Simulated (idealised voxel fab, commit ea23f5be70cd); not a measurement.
This is a process module. Its name is voxel transistor to metal.
Square cell edge 5 nm, section width 275 nm, ID cut.
Cross-section, as written here: a square-cell grid given band by band from the top down, where a band holds one or more rows of cells. The entry gives the band's vertical extent as a top height and a bottom height in nm, then its horizontal make-up as materials from left to right, each with a width in nm. "empty" stands for empty space; a single material marked "throughout" fills the band edge to edge. It should be noted that heights are counted from 0, beneath which the wafer as supplied is of one material throughout, and that the lowest band possesses no lower boundary but continues downward, as written in "z 0 and below". Note: "30 to 40" means the width goes from the first number (top row of the band) to the second number (bottom row) in equal steps per row of cells. Given "no modifications" for a step, no cell of the cross-section differs between before and after that step. "Internal closed voids": empty spaces of 8 cells or more with no open way to the top, each given as width x height at distance, distance from the left edge, all in nm. Where a step's line continues beyond its settings, the continuation is a remark by the simulator itself on that step. Steps that use a mask can have "overlay nm" on their line. It says how far the mask sat to the right of where it was meant to be. Negative means to the left. Pairs ahead. Before: cross-section ahead of one process step. After: cross-section once the step is done, shown to the lowest changed band only. Under each pair: that step, with settings. Caution: pairs may come from different runs of this module on the same starting wafer; a pair follows the pair above only where its "State before step" entry says so.

### State before step
- z 0 to -5 | 15 SiO2, 110 empty, 15 SiO2, 110 empty, 25 SiO2
- z -5 to -10 | SiO2 throughout
- z -10 to -40 | 20 SiO2, 100 Si, 25 SiO2, 100 Si, 30 SiO2
- z -40 and below | Si throughout
- Internal closed voids: none

### Structure After Step
- z 30 to 25 | 15 polySi, 110 empty, 15 polySi, 110 empty, 25 polySi
- z 25 to 0 | polySi throughout
- z 0 to -5 | 15 SiO2, 110 polySi, 15 SiO2, 110 polySi, 25 SiO2
- Whatever lies below -5 is exactly as it was before.
- Internal closed voids: none
Which step turns the before cross-section above into the after cross-section? DIRECTIONAL_DEP,material polySi,thk nm 30

State before step: Please consult the pair immediately above; the cross-section it shows after its step is the state before this step.

### Structure After Step
- z 40 to 35 | 15 SiCN, 110 empty, 15 SiCN, 110 empty, 25 SiCN
- z 35 to 30 | SiCN throughout
- z 30 to 25 | 15 polySi, 110 SiCN, 15 polySi, 110 SiCN, 25 polySi
- Whatever lies below 25 is exactly as it was before.
- Internal closed voids: none
Which step turns the before cross-section above into the after cross-section? DIRECTIONAL_DEP,material SiCN,thk nm 10

State before step: Please consult the pair immediately above; the cross-section it shows after its step is the state before this step.

### Structure After Step
- z 55 to 40 | 65 empty, 20 resist, 105 empty, 20 resist, 65 empty
- z 40 to 35 | 15 SiCN, 50 empty, 20 resist, 40 empty, 15 SiCN, 50 empty, 20 resist, 40 empty, 25 SiCN
- Whatever lies below 35 is exactly as it was before.
- Internal closed voids: none
Which step turns the before cross-section above into the after cross-section? PATTERN,tone cover,mask id GATE,material resist,width nm 20,pitch nm 125,thk nm 15,overlay nm 0

State before step: Please consult the pair immediately above; the cross-section it shows after its step is the state before this step.

### Structure After Step
- z 55 to 35 | 65 empty, 20 resist, 105 empty, 20 resist, 65 empty
- z 35 to 30 | 65 empty, 20 SiCN, 105 empty, 20 SiCN, 65 empty
- z 30 to 25 | 15 polySi, 50 empty, 20 SiCN, 40 empty, 15 polySi, 50 empty, 20 SiCN, 40 empty, 25 polySi
- Whatever lies below 25 is exactly as it was before.
- Internal closed voids: none
Which step turns the before cross-section above into the after cross-section? DIRECTIONAL_ETCH,etch materials SiCN,depth nm 20

State before step: Please consult the pair immediately above; the cross-section it shows after its step is the state before this step.

### Structure After Step
- z 55 to 35 | 65 empty, 20 resist, 105 empty, 20 resist, 65 empty
- z 35 to 25 | 65 empty, 20 SiCN, 105 empty, 20 SiCN, 65 empty
- z 25 to 0 | 65 empty, 20 polySi, 105 empty, 20 polySi, 65 empty
- z 0 to -5 | 15 SiO2, 50 empty, 20 polySi, 40 empty, 15 SiO2, 50 empty, 20 polySi, 40 empty, 25 SiO2
- Whatever lies below -5 is exactly as it was before.
- Internal closed voids: none
Which step turns the before cross-section above into the after cross-section? DIRECTIONAL_ETCH,etch materials polySi,depth nm 40

State before step: Please consult the pair immediately above; the cross-section it shows after its step is the state before this step.

### Structure After Step
- z 35 to 25 | 65 empty, 20 SiCN, 105 empty, 20 SiCN, 65 empty
- Whatever lies below 25 is exactly as it was before.
- Internal closed voids: none
Which step turns the before cross-section above into the after cross-section? STRIP,etch materials resist

State before step: Please consult the pair immediately above; the cross-section it shows after its step is the state before this step.

### Structure After Step
- z 40 to 35 | 60 empty, 30 SiO2, 95 empty, 30 SiO2, 60 empty
- z 35 to 25 | 60 empty, 5 SiO2, 20 SiCN, 5 SiO2, 95 empty, 5 SiO2, 20 SiCN, 5 SiO2, 60 empty
- z 25 to 5 | 60 empty, 5 SiO2, 20 polySi, 5 SiO2, 95 empty, 5 SiO2, 20 polySi, 5 SiO2, 60 empty
- z 5 to 0 | 20 SiO2, 40 empty, 5 SiO2, 20 polySi, 5 SiO2, 30 empty, 25 SiO2, 40 empty, 5 SiO2, 20 polySi, 5 SiO2, 30 empty, 30 SiO2
- z 0 to -5 | 65 SiO2, 20 polySi, 105 SiO2, 20 polySi, 65 SiO2
- Whatever lies below -5 is exactly as it was before.
- Internal closed voids: none
Which step turns the before cross-section above into the after cross-section? CONFORMAL_DEP,material SiO2,thk nm 5

State before step: Please consult the pair immediately above; the cross-section it shows after its step is the state before this step.

### Structure After Step
- z 35 to 25 | 60 empty, 5 SiO2, 20 SiCN, 5 SiO2, 95 empty, 5 SiO2, 20 SiCN, 5 SiO2, 60 empty
- z 25 to 0 | 60 empty, 5 SiO2, 20 polySi, 5 SiO2, 95 empty, 5 SiO2, 20 polySi, 5 SiO2, 60 empty
- z 0 to -5 | 20 SiO2, 40 empty, 5 SiO2, 20 polySi, 5 SiO2, 30 empty, 25 SiO2, 40 empty, 5 SiO2, 20 polySi, 5 SiO2, 30 empty, 30 SiO2
- Whatever lies below -5 is exactly as it was before.
- Internal closed voids: none
Which step turns the before cross-section above into the after cross-section? DIRECTIONAL_ETCH,etch materials SiO2,depth nm 5

State before step: Please consult the pair immediately above; the cross-section it shows after its step is the state before this step.

### Structure After Step
- z 45 to 35 | 50 empty, 50 SiN, 75 empty, 50 SiN, 50 empty
- z 35 to 25 | 50 empty, 10 SiN, 5 SiO2, 20 SiCN, 5 SiO2, 10 SiN, 75 empty, 10 SiN, 5 SiO2, 20 SiCN, 5 SiO2, 10 SiN, 50 empty
- z 25 to 10 | 50 empty, 10 SiN, 5 SiO2, 20 polySi, 5 SiO2, 10 SiN, 75 empty, 10 SiN, 5 SiO2, 20 polySi, 5 SiO2, 10 SiN, 50 empty
- z 10 to 5 | 30 SiN, 20 empty, 10 SiN, 5 SiO2, 20 polySi, 5 SiO2, 10 SiN, 10 empty, 45 SiN, 20 empty, 10 SiN, 5 SiO2, 20 polySi, 5 SiO2, 10 SiN, 10 empty, 40 SiN
- z 5 to 0 | 60 SiN, 5 SiO2, 20 polySi, 5 SiO2, 95 SiN, 5 SiO2, 20 polySi, 5 SiO2, 60 SiN
- z 0 to -5 | 20 SiO2, 40 SiN, 5 SiO2, 20 polySi, 5 SiO2, 30 SiN, 25 SiO2, 40 SiN, 5 SiO2, 20 polySi, 5 SiO2, 30 SiN, 30 SiO2
- Whatever lies below -5 is exactly as it was before.
- Internal closed voids: none
Which step turns the before cross-section above into the after cross-section? CONFORMAL_DEP,material SiN,thk nm 10

State before step: Please consult the pair immediately above; the cross-section it shows after its step is the state before this step.

### Structure After Step
- z 35 to 25 | 50 empty, 10 SiN, 5 SiO2, 20 SiCN, 5 SiO2, 10 SiN, 75 empty, 10 SiN, 5 SiO2, 20 SiCN, 5 SiO2, 10 SiN, 50 empty
- z 25 to 0 | 50 empty, 10 SiN, 5 SiO2, 20 polySi, 5 SiO2, 10 SiN, 75 empty, 10 SiN, 5 SiO2, 20 polySi, 5 SiO2, 10 SiN, 50 empty
- z 0 to -5 | 20 SiO2, 10 SiN, 20 empty, 10 SiN, 5 SiO2, 20 polySi, 5 SiO2, 10 SiN, 10 empty, 10 SiN, 25 SiO2, 10 SiN, 20 empty, 10 SiN, 5 SiO2, 20 polySi, 5 SiO2, 10 SiN, 10 empty, 10 SiN, 30 SiO2
- Whatever lies below -5 is exactly as it was before.
- Internal closed voids: none
Which step turns the before cross-section above into the after cross-section? DIRECTIONAL_ETCH,etch materials SiN,depth nm 10

State before step: Please consult the pair immediately above; the cross-section it shows after its step is the state before this step.

### Structure After Step
- z 35 to 30 | 50 empty, 10 SiN, 5 empty, 20 SiCN, 5 empty, 10 SiN, 75 empty, 10 SiN, 5 empty, 20 SiCN, 5 empty, 10 SiN, 50 empty
- z 30 to 25 | 50 empty, 10 SiN, 5 SiO2, 20 SiCN, 5 SiO2, 10 SiN, 75 empty, 10 SiN, 5 SiO2, 20 SiCN, 5 SiO2, 10 SiN, 50 empty
- z 25 to 0 | 50 empty, 10 SiN, 5 SiO2, 20 polySi, 5 SiO2, 10 SiN, 75 empty, 10 SiN, 5 SiO2, 20 polySi, 5 SiO2, 10 SiN, 50 empty
- z 0 to -5 | 20 empty, 10 SiN, 20 empty, 10 SiN, 5 SiO2, 20 polySi, 5 SiO2, 10 SiN, 10 empty, 10 SiN, 25 empty, 10 SiN, 20 empty, 10 SiN, 5 SiO2, 20 polySi, 5 SiO2, 10 SiN, 10 empty, 10 SiN, 30 empty
- z -5 to -10 | 30 SiO2, 20 empty, 50 SiO2, 10 empty, 45 SiO2, 20 empty, 50 SiO2, 10 empty, 40 SiO2
- Whatever lies below -10 is exactly as it was before.
- Internal closed voids: none
Which step turns the before cross-section above into the after cross-section? DIRECTIONAL_ETCH,etch materials SiO2,depth nm 5

State before step: Please consult the pair immediately above; the cross-section it shows after its step is the state before this step.

### Structure After Step
- z 35 to 30 | 50 empty, 10 SiN, 5 empty, 20 SiCN, 5 empty, 10 SiN, 75 empty, 10 SiN, 5 empty, 20 SiCN, 5 empty, 10 SiN, 50 empty
- z 30 to 25 | 50 empty, 10 SiN, 5 SiO2, 20 SiCN, 5 SiO2, 10 SiN, 75 empty, 10 SiN, 5 SiO2, 20 SiCN, 5 SiO2, 10 SiN, 50 empty
- z 25 to 0 | 50 empty, 10 SiN, 5 SiO2, 20 polySi, 5 SiO2, 10 SiN, 75 empty, 10 SiN, 5 SiO2, 20 polySi, 5 SiO2, 10 SiN, 50 empty
- z 0 to -5 | 20 empty, 10 SiN, 20 empty, 10 SiN, 5 SiO2, 20 polySi, 5 SiO2, 10 SiN, 10 empty, 10 SiN, 25 empty, 10 SiN, 20 empty, 10 SiN, 5 SiO2, 20 polySi, 5 SiO2, 10 SiN, 10 empty, 10 SiN, 30 empty
- z -5 to -10 | 30 SiO2, 20 pSi, 50 SiO2, 10 pSi, 45 SiO2, 20 pSi, 50 SiO2, 10 pSi, 40 SiO2
- Whatever lies below -10 is exactly as it was before.
- Internal closed voids: none
Which step turns the before cross-section above into the after cross-section? EPI,material pSi,thk nm 5

State before step: Please consult the pair immediately above; the cross-section it shows after its step is the state before this step.

### Structure After Step
- z 40 to 35 | SiO2 throughout
- z 35 to 25 | 50 SiO2, 10 SiN, 5 SiO2, 20 SiCN, 5 SiO2, 10 SiN, 75 SiO2, 10 SiN, 5 SiO2, 20 SiCN, 5 SiO2, 10 SiN, 50 SiO2
- z 25 to 0 | 50 SiO2, 10 SiN, 5 SiO2, 20 polySi, 5 SiO2, 10 SiN, 75 SiO2, 10 SiN, 5 SiO2, 20 polySi, 5 SiO2, 10 SiN, 50 SiO2
- z 0 to -5 | 20 SiO2, 10 SiN, 20 SiO2, 10 SiN, 5 SiO2, 20 polySi, 5 SiO2, 10 SiN, 10 SiO2, 10 SiN, 25 SiO2, 10 SiN, 20 SiO2, 10 SiN, 5 SiO2, 20 polySi, 5 SiO2, 10 SiN, 10 SiO2, 10 SiN, 30 SiO2
- Whatever lies below -5 is exactly as it was before.
- Internal closed voids: none
Which step turns the before cross-section above into the after cross-section? FILL_DEP,material SiO2,thk nm 5

State before step: Please consult the pair immediately above; the cross-section it shows after its step is the state before this step.

### Structure After Step
- z 35 to 25 | 50 SiO2, 10 SiN, 5 SiO2, 20 SiCN, 5 SiO2, 10 SiN, 75 SiO2, 10 SiN, 5 SiO2, 20 SiCN, 5 SiO2, 10 SiN, 50 SiO2
- Whatever lies below 25 is exactly as it was before.
- Internal closed voids: none
Which step turns the before cross-section above into the after cross-section? CMP,height nm 35

State before step: Please consult the pair immediately above; the cross-section it shows after its step is the state before this step.

### Structure After Step
- z 50 to 35 | SiO2 throughout
- Whatever lies below 35 is exactly as it was before.
- Internal closed voids: none
Which step turns the before cross-section above into the after cross-section? DIRECTIONAL_DEP,material SiO2,thk nm 15

State before step: Please consult the pair immediately above; the cross-section it shows after its step is the state before this step.

### Structure After Step
- z 70 to 50 | 30 resist, 15 empty, 60 resist, 15 empty, 35 resist, 15 empty, 60 resist, 15 empty, 30 resist
- Whatever lies below 50 is exactly as it was before.
- Internal closed voids: none
Which step turns the before cross-section above into the after cross-section? PATTERN,tone open,mask id CONTACT,material resist,width nm 15,thk nm 20,overlay nm 0

State before step: Please consult the pair immediately above; the cross-section it shows after its step is the state before this step.

### Structure After Step
- z 70 to 50 | 30 resist, 15 empty, 60 resist, 15 empty, 35 resist, 15 empty, 60 resist, 15 empty, 30 resist
- z 50 to 35 | 30 SiO2, 15 empty, 60 SiO2, 15 empty, 35 SiO2, 15 empty, 60 SiO2, 15 empty, 30 SiO2
- z 35 to 25 | 30 SiO2, 15 empty, 5 SiO2, 10 SiN, 5 SiO2, 20 SiCN, 5 SiO2, 10 SiN, 5 SiO2, 15 empty, 35 SiO2, 15 empty, 5 SiO2, 10 SiN, 5 SiO2, 20 SiCN, 5 SiO2, 10 SiN, 5 SiO2, 15 empty, 30 SiO2
- z 25 to 0 | 30 SiO2, 15 empty, 5 SiO2, 10 SiN, 5 SiO2, 20 polySi, 5 SiO2, 10 SiN, 5 SiO2, 15 empty, 35 SiO2, 15 empty, 5 SiO2, 10 SiN, 5 SiO2, 20 polySi, 5 SiO2, 10 SiN, 5 SiO2, 15 empty, 30 SiO2
- z 0 to -5 | 20 SiO2, 10 SiN, 15 empty, 5 SiO2, 10 SiN, 5 SiO2, 20 polySi, 5 SiO2, 10 SiN, 5 SiO2, 5 empty, 10 SiN, 25 SiO2, 10 SiN, 15 empty, 5 SiO2, 10 SiN, 5 SiO2, 20 polySi, 5 SiO2, 10 SiN, 5 SiO2, 5 empty, 10 SiN, 30 SiO2
- Whatever lies below -5 is exactly as it was before.
- Internal closed voids: none
Which step turns the before cross-section above into the after cross-section? DIRECTIONAL_ETCH,etch materials SiO2,depth nm 55

State before step: Please consult the pair immediately above; the cross-section it shows after its step is the state before this step.

### Structure After Step
- z 50 to 35 | 30 SiO2, 15 empty, 60 SiO2, 15 empty, 35 SiO2, 15 empty, 60 SiO2, 15 empty, 30 SiO2
- Whatever lies below 35 is exactly as it was before.
- Internal closed voids: none
Which step turns the before cross-section above into the after cross-section? STRIP,etch materials resist

State before step: Please consult the pair immediately above; the cross-section it shows after its step is the state before this step.

### Structure After Step
- z 55 to 50 | 35 TiN, 5 empty, 70 TiN, 5 empty, 45 TiN, 5 empty, 70 TiN, 5 empty, 35 TiN
- z 50 to 35 | 30 SiO2, 5 TiN, 5 empty, 5 TiN, 60 SiO2, 5 TiN, 5 empty, 5 TiN, 35 SiO2, 5 TiN, 5 empty, 5 TiN, 60 SiO2, 5 TiN, 5 empty, 5 TiN, 30 SiO2
- z 35 to 25 | 30 SiO2, 5 TiN, 5 empty, 5 TiN, 5 SiO2, 10 SiN, 5 SiO2, 20 SiCN, 5 SiO2, 10 SiN, 5 SiO2, 5 TiN, 5 empty, 5 TiN, 35 SiO2, 5 TiN, 5 empty, 5 TiN, 5 SiO2, 10 SiN, 5 SiO2, 20 SiCN, 5 SiO2, 10 SiN, 5 SiO2, 5 TiN, 5 empty, 5 TiN, 30 SiO2
- z 25 to 5 | 30 SiO2, 5 TiN, 5 empty, 5 TiN, 5 SiO2, 10 SiN, 5 SiO2, 20 polySi, 5 SiO2, 10 SiN, 5 SiO2, 5 TiN, 5 empty, 5 TiN, 35 SiO2, 5 TiN, 5 empty, 5 TiN, 5 SiO2, 10 SiN, 5 SiO2, 20 polySi, 5 SiO2, 10 SiN, 5 SiO2, 5 TiN, 5 empty, 5 TiN, 30 SiO2
- z 5 to 0 | 30 SiO2, 5 TiN, 5 empty, 5 TiN, 5 SiO2, 10 SiN, 5 SiO2, 20 polySi, 5 SiO2, 10 SiN, 5 SiO2, 15 TiN, 35 SiO2, 5 TiN, 5 empty, 5 TiN, 5 SiO2, 10 SiN, 5 SiO2, 20 polySi, 5 SiO2, 10 SiN, 5 SiO2, 15 TiN, 30 SiO2
- z 0 to -5 | 20 SiO2, 10 SiN, 15 TiN, 5 SiO2, 10 SiN, 5 SiO2, 20 polySi, 5 SiO2, 10 SiN, 5 SiO2, 5 TiN, 10 SiN, 25 SiO2, 10 SiN, 15 TiN, 5 SiO2, 10 SiN, 5 SiO2, 20 polySi, 5 SiO2, 10 SiN, 5 SiO2, 5 TiN, 10 SiN, 30 SiO2
- Whatever lies below -5 is exactly as it was before.
- Internal closed voids: none
Which step turns the before cross-section above into the after cross-section? CONFORMAL_DEP,material TiN,thk nm 5

State before step: Please consult the pair immediately above; the cross-section it shows after its step is the state before this step.

### Structure After Step
- z 65 to 55 | Ru throughout
- z 55 to 50 | 35 TiN, 5 Ru, 70 TiN, 5 Ru, 45 TiN, 5 Ru, 70 TiN, 5 Ru, 35 TiN
- z 50 to 35 | 30 SiO2, 5 TiN, 5 Ru, 5 TiN, 60 SiO2, 5 TiN, 5 Ru, 5 TiN, 35 SiO2, 5 TiN, 5 Ru, 5 TiN, 60 SiO2, 5 TiN, 5 Ru, 5 TiN, 30 SiO2
- z 35 to 25 | 30 SiO2, 5 TiN, 5 Ru, 5 TiN, 5 SiO2, 10 SiN, 5 SiO2, 20 SiCN, 5 SiO2, 10 SiN, 5 SiO2, 5 TiN, 5 Ru, 5 TiN, 35 SiO2, 5 TiN, 5 Ru, 5 TiN, 5 SiO2, 10 SiN, 5 SiO2, 20 SiCN, 5 SiO2, 10 SiN, 5 SiO2, 5 TiN, 5 Ru, 5 TiN, 30 SiO2
- z 25 to 5 | 30 SiO2, 5 TiN, 5 Ru, 5 TiN, 5 SiO2, 10 SiN, 5 SiO2, 20 polySi, 5 SiO2, 10 SiN, 5 SiO2, 5 TiN, 5 Ru, 5 TiN, 35 SiO2, 5 TiN, 5 Ru, 5 TiN, 5 SiO2, 10 SiN, 5 SiO2, 20 polySi, 5 SiO2, 10 SiN, 5 SiO2, 5 TiN, 5 Ru, 5 TiN, 30 SiO2
- z 5 to 0 | 30 SiO2, 5 TiN, 5 Ru, 5 TiN, 5 SiO2, 10 SiN, 5 SiO2, 20 polySi, 5 SiO2, 10 SiN, 5 SiO2, 15 TiN, 35 SiO2, 5 TiN, 5 Ru, 5 TiN, 5 SiO2, 10 SiN, 5 SiO2, 20 polySi, 5 SiO2, 10 SiN, 5 SiO2, 15 TiN, 30 SiO2
- Whatever lies below 0 is exactly as it was before.
- Internal closed voids: none
Which step turns the before cross-section above into the after cross-section? FILL_DEP,material Ru,thk nm 10

State before step: Please consult the pair immediately above; the cross-section it shows after its step is the state before this step.

### Structure After Step
- z 50 to 35 | 30 SiO2, 5 TiN, 5 Ru, 5 TiN, 60 SiO2, 5 TiN, 5 Ru, 5 TiN, 35 SiO2, 5 TiN, 5 Ru, 5 TiN, 60 SiO2, 5 TiN, 5 Ru, 5 TiN, 30 SiO2
- Whatever lies below 35 is exactly as it was before.
- Internal closed voids: none
Which step turns the before cross-section above into the after cross-section? CMP,height nm 50

State before step: Please consult the pair immediately above; the cross-section it shows after its step is the state before this step.

### Structure After Step
- z 55 to 50 | SiN throughout
- Whatever lies below 50 is exactly as it was before.
- Internal closed voids: none
Which step turns the before cross-section above into the after cross-section? CONFORMAL_DEP,material SiN,thk nm 5

State before step: Please consult the pair immediately above; the cross-section it shows after its step is the state before this step.

### Structure After Step
- z 70 to 55 | SiO2 throughout
- Whatever lies below 55 is exactly as it was before.
- Internal closed voids: none
Which step turns the before cross-section above into the after cross-section? DIRECTIONAL_DEP,material SiO2,thk nm 15

State before step: Please consult the pair immediately above; the cross-section it shows after its step is the state before this step.

### Structure After Step
- z 70 to 55 | 30 SiO2, 15 empty, 60 SiO2, 15 empty, 35 SiO2, 15 empty, 60 SiO2, 15 empty, 30 SiO2
- Whatever lies below 55 is exactly as it was before.
- Internal closed voids: none
Which step turns the before cross-section above into the after cross-section? MASKED_ETCH,tone open,mask id METAL_1,width nm 15,etch materials SiO2,depth nm 15,overlay nm 0

State before step: Please consult the pair immediately above; the cross-section it shows after its step is the state before this step.

### Structure After Step
- z 70 to 55 | 30 SiO2, 15 empty, 60 SiO2, 15 empty, 35 SiO2, 15 empty, 60 SiO2, 15 empty, 30 SiO2
- z 55 to 50 | 30 SiN, 15 empty, 60 SiN, 15 empty, 35 SiN, 15 empty, 60 SiN, 15 empty, 30 SiN
- Whatever lies below 50 is exactly as it was before.
- Internal closed voids: none
Which step turns the before cross-section above into the after cross-section? MASKED_ETCH,tone open,mask id METAL_1,width nm 15,etch materials SiN,depth nm 5,overlay nm 0

State before step: Please consult the pair immediately above; the cross-section it shows after its step is the state before this step.

### Structure After Step
- z 75 to 70 | 35 TiN, 5 empty, 70 TiN, 5 empty, 45 TiN, 5 empty, 70 TiN, 5 empty, 35 TiN
- z 70 to 55 | 30 SiO2, 5 TiN, 5 empty, 5 TiN, 60 SiO2, 5 TiN, 5 empty, 5 TiN, 35 SiO2, 5 TiN, 5 empty, 5 TiN, 60 SiO2, 5 TiN, 5 empty, 5 TiN, 30 SiO2
- z 55 to 50 | 30 SiN, 15 TiN, 60 SiN, 15 TiN, 35 SiN, 15 TiN, 60 SiN, 15 TiN, 30 SiN
- Whatever lies below 50 is exactly as it was before.
- Internal closed voids: none
Which step turns the before cross-section above into the after cross-section? CONFORMAL_DEP,material TiN,thk nm 5

State before step: Please consult the pair immediately above; the cross-section it shows after its step is the state before this step.

### Structure After Step
- z 85 to 75 | Cu throughout
- z 75 to 70 | 35 TiN, 5 Cu, 70 TiN, 5 Cu, 45 TiN, 5 Cu, 70 TiN, 5 Cu, 35 TiN
- z 70 to 55 | 30 SiO2, 5 TiN, 5 Cu, 5 TiN, 60 SiO2, 5 TiN, 5 Cu, 5 TiN, 35 SiO2, 5 TiN, 5 Cu, 5 TiN, 60 SiO2, 5 TiN, 5 Cu, 5 TiN, 30 SiO2
- Whatever lies below 55 is exactly as it was before.
- Internal closed voids: none
Which step turns the before cross-section above into the after cross-section? FILL_DEP,material Cu,thk nm 10

State before step: Please consult the pair immediately above; the cross-section it shows after its step is the state before this step.

### Structure After Step
- z 70 to 55 | 30 SiO2, 5 TiN, 5 Cu, 5 TiN, 60 SiO2, 5 TiN, 5 Cu, 5 TiN, 35 SiO2, 5 TiN, 5 Cu, 5 TiN, 60 SiO2, 5 TiN, 5 Cu, 5 TiN, 30 SiO2
- Whatever lies below 55 is exactly as it was before.
- Internal closed voids: none
Which step turns the before cross-section above into the after cross-section? CMP,height nm 70

State before step: Please consult the pair immediately above; the cross-section it shows after its step is the state before this step.

### Structure After Step
- z 75 to 70 | 25 empty, 25 Ru, 50 empty, 25 Ru, 25 empty, 25 Ru, 50 empty, 25 Ru, 25 empty
- Whatever lies below 70 is exactly as it was before.
- Internal closed voids: none
Which step turns the before cross-section above into the after cross-section? EPI,material Ru,thk nm 5

State before step: Please consult the pair immediately above; the cross-section it shows after its step is the state before this step.

### Structure After Step
- z 80 to 75 | SiCN throughout
- z 75 to 70 | 25 SiCN, 25 Ru, 50 SiCN, 25 Ru, 25 SiCN, 25 Ru, 50 SiCN, 25 Ru, 25 SiCN
- Whatever lies below 70 is exactly as it was before.
- Internal closed voids: none
Which step turns the before cross-section above into the after cross-section? FILL_DEP,material SiCN,thk nm 5

State before step: Please consult the pair immediately above; the cross-section it shows after its step is the state before this step.

### Structure After Step
- z 115 to 80 | lowk throughout
- Whatever lies below 80 is exactly as it was before.
- Internal closed voids: none
Which step turns the before cross-section above into the after cross-section? DIRECTIONAL_DEP,material lowk,thk nm 35

State before step: Please consult the pair immediately above; the cross-section it shows after its step is the state before this step.

### Structure After Step
- z 130 to 115 | aC throughout
- Whatever lies below 115 is exactly as it was before.
- Internal closed voids: none
Which step turns the before cross-section above into the after cross-section? DIRECTIONAL_DEP,material aC,thk nm 15

State before step: Please consult the pair immediately above; the cross-section it shows after its step is the state before this step.

### Structure After Step
- z 165 to 130 | 30 resist, 15 empty, 110 resist, 15 empty, 105 resist
- Whatever lies below 130 is exactly as it was before.
- Internal closed voids: none
Which step turns the before cross-section above into the after cross-section? PATTERN,tone open,mask id METAL_2,material resist,width nm 15,pitch nm 125,thk nm 35,overlay nm 0

State before step: Please consult the pair immediately above; the cross-section it shows after its step is the state before this step.

### Structure After Step
- z 150 to 130 | 30 resist, 15 empty, 110 resist, 15 empty, 105 resist
- z 130 to 115 | 30 aC, 15 empty, 110 aC, 15 empty, 105 aC
- Whatever lies below 115 is exactly as it was before.
- Internal closed voids: none
Which step turns the before cross-section above into the after cross-section? DIRECTIONAL_ETCH,etch materials aC,depth nm 15

State before step: Please consult the pair immediately above; the cross-section it shows after its step is the state before this step.

### Structure After Step
- z 130 to 115 | 30 aC, 15 empty, 110 aC, 15 empty, 105 aC
- Whatever lies below 115 is exactly as it was before.
- Internal closed voids: none
Which step turns the before cross-section above into the after cross-section? STRIP,etch materials resist

State before step: Please consult the pair immediately above; the cross-section it shows after its step is the state before this step.

### Structure After Step
- z 130 to 115 | 30 aC, 15 empty, 110 aC, 15 empty, 105 aC
- z 115 to 95 | 30 lowk, 15 empty, 110 lowk, 15 empty, 105 lowk
- Whatever lies below 95 is exactly as it was before.
- Internal closed voids: none
Which step turns the before cross-section above into the after cross-section? DIRECTIONAL_ETCH,etch materials lowk,depth nm 20

State before step: Please consult the pair immediately above; the cross-section it shows after its step is the state before this step.

### Structure After Step
- z 115 to 95 | 30 lowk, 15 empty, 110 lowk, 15 empty, 105 lowk
- Whatever lies below 95 is exactly as it was before.
- Internal closed voids: none
Which step turns the before cross-section above into the after cross-section? STRIP,etch materials aC

State before step: Please consult the pair immediately above; the cross-section it shows after its step is the state before this step.

### Structure After Step
- z 130 to 115 | 30 resist, 15 empty, 110 resist, 15 empty, 105 resist
- Whatever lies below 115 is exactly as it was before.
- Internal closed voids: none
Which step turns the before cross-section above into the after cross-section? PATTERN,tone open,mask id METAL_2_HOLES,material resist,width nm 15,pitch nm 125,thk nm 15,overlay nm 0

State before step: Please consult the pair immediately above; the cross-section it shows after its step is the state before this step.

### Structure After Step
- z 130 to 115 | 30 resist, 15 empty, 110 resist, 15 empty, 105 resist
- z 115 to 80 | 30 lowk, 15 empty, 110 lowk, 15 empty, 105 lowk
- Whatever lies below 80 is exactly as it was before.
- Internal closed voids: none
Which step turns the before cross-section above into the after cross-section? DIRECTIONAL_ETCH,etch materials lowk,depth nm 15

State before step: Please consult the pair immediately above; the cross-section it shows after its step is the state before this step.

### Structure After Step
- z 130 to 115 | 30 resist, 15 empty, 110 resist, 15 empty, 105 resist
- z 115 to 80 | 30 lowk, 15 empty, 110 lowk, 15 empty, 105 lowk
- z 80 to 75 | 30 SiCN, 15 empty, 110 SiCN, 15 empty, 105 SiCN
- Whatever lies below 75 is exactly as it was before.
- Internal closed voids: none
Which step turns the before cross-section above into the after cross-section? DIRECTIONAL_ETCH,etch materials SiCN,depth nm 5

State before step: Please consult the pair immediately above; the cross-section it shows after its step is the state before this step.

### Structure After Step
- z 115 to 80 | 30 lowk, 15 empty, 110 lowk, 15 empty, 105 lowk
- Whatever lies below 80 is exactly as it was before.
- Internal closed voids: none
Which step turns the before cross-section above into the after cross-section? STRIP,etch materials resist

State before step: Please consult the pair immediately above; the cross-section it shows after its step is the state before this step.

### Structure After Step
- z 120 to 115 | 35 TiN, 5 empty, 120 TiN, 5 empty, 110 TiN
- z 115 to 80 | 30 lowk, 5 TiN, 5 empty, 5 TiN, 110 lowk, 5 TiN, 5 empty, 5 TiN, 105 lowk
- z 80 to 75 | 30 SiCN, 15 TiN, 110 SiCN, 15 TiN, 105 SiCN
- Whatever lies below 75 is exactly as it was before.
- Internal closed voids: none
Which step turns the before cross-section above into the after cross-section? CONFORMAL_DEP,material TiN,thk nm 5

State before step: Please consult the pair immediately above; the cross-section it shows after its step is the state before this step.

### Structure After Step
- z 125 to 120 | Cu throughout
- z 120 to 115 | 35 TiN, 5 Cu, 120 TiN, 5 Cu, 110 TiN
- z 115 to 80 | 30 lowk, 5 TiN, 5 Cu, 5 TiN, 110 lowk, 5 TiN, 5 Cu, 5 TiN, 105 lowk
- Whatever lies below 80 is exactly as it was before.
- Internal closed voids: none
Which step turns the before cross-section above into the after cross-section? FILL_DEP,material Cu,thk nm 5

State before step: Please consult the pair immediately above; the cross-section it shows after its step is the state before this step.

### Structure After Step
- z 115 to 80 | 30 lowk, 5 TiN, 5 Cu, 5 TiN, 110 lowk, 5 TiN, 5 Cu, 5 TiN, 105 lowk
- Whatever lies below 80 is exactly as it was before.
- Internal closed voids: none
Which step turns the before cross-section above into the after cross-section? CMP,height nm 115

State before step: Please consult the pair immediately above; the cross-section it shows after its step is the state before this step.

### Structure After Step
- z 120 to 115 | SiN throughout
- Whatever lies below 115 is exactly as it was before.
- Internal closed voids: none
Which step turns the before cross-section above into the after cross-section? CONFORMAL_DEP,material SiN,thk nm 5
